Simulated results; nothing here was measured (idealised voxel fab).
Process module heading - voxel released beams
Square cells of 5 nm make up the cross-section cut, whose width is 180 nm.
For the purposes of this document, a cross-section shall be understood as a grid of square cells, specified as bands listed in top-to-bottom order, each band consisting of one or more rows of cells. Each band's line starts with the height of the band's top and of its bottom, in nm. Then come its materials from left to right, each with its width in nm. One material with "all across" fills the band from edge to edge. "blank" is empty space. Convention: height 0 is the level below which the wafer, as received, is all one material. The lowest band does not terminate at the bottom but continues downward, represented as "0 -> down". Read "30 to 40" as a graded width: first number on top, second number at the bottom, same change between each pair of neighbouring rows. Any step labelled "no modification" changed none of the cells in the cross-section. The label "Internal closed voids" introduces a list of the empty spaces, 8 cells or larger, that have no open way up to the top; each entry in it reads width x height at distance, where the distance is taken from the left edge and all three are stated in nm. Past the settings on a step's line: simulator remark, on that step. "overlay nm" answers the question of how far to the right of plan the mask lay on a step that has a mask, and when it is negative the answer is to the left.

### Steps planned for the process
| 1 | RECEIVE: material Si |
| 2 | CONFORMAL_DEP: material Al2O3, thk nm 5 |
| 3 | DIRECTIONAL_DEP: material SiO2, thk nm 20 |
| 4 | PATTERN: tone open, mask id ANCHOR, material resist, width nm 40, thk nm 20, overlay nm 0 |
| 5 | DIRECTIONAL_ETCH: etch materials SiO2, depth nm 20 |
| 6 | STRIP: etch materials resist |
| 7 | CONFORMAL_DEP: material polySi, thk nm 15 |
| 8 | DIRECTIONAL_DEP: material aC, thk nm 10 |
| 9 | PATTERN: tone cover, mask id BEAM, material resist, width nm 120, thk nm 25, overlay nm 0 |
| 10 | DIRECTIONAL_ETCH: etch materials aC, depth nm 10 |
| 11 | STRIP: etch materials resist |
| 12 | DIRECTIONAL_ETCH: etch materials polySi, depth nm 15 |
| 13 | STRIP: etch materials aC |
| 14 | STRIP: etch materials SiO2 |

### This is the cross-section of the wafer as we received it, i.e. after step 1
	0 -> down | Si all across
	Internal closed voids: none

### a wafer at the end: this start, this plan, one mistake
	35 -> 20 | 25 nm blank | 20 nm polySi | 10 nm blank | 90 nm polySi | 35 nm blank
	20 -> 5 | 30 nm blank | 40 nm polySi | 110 nm blank
	5 -> 0 | Al2O3 all across
	0 -> down | Si all across
	Internal closed voids: none
Run error: step 3 deviated from plan and actually ran as DIRECTIONAL_DEP: material SiO2, thk nm 15
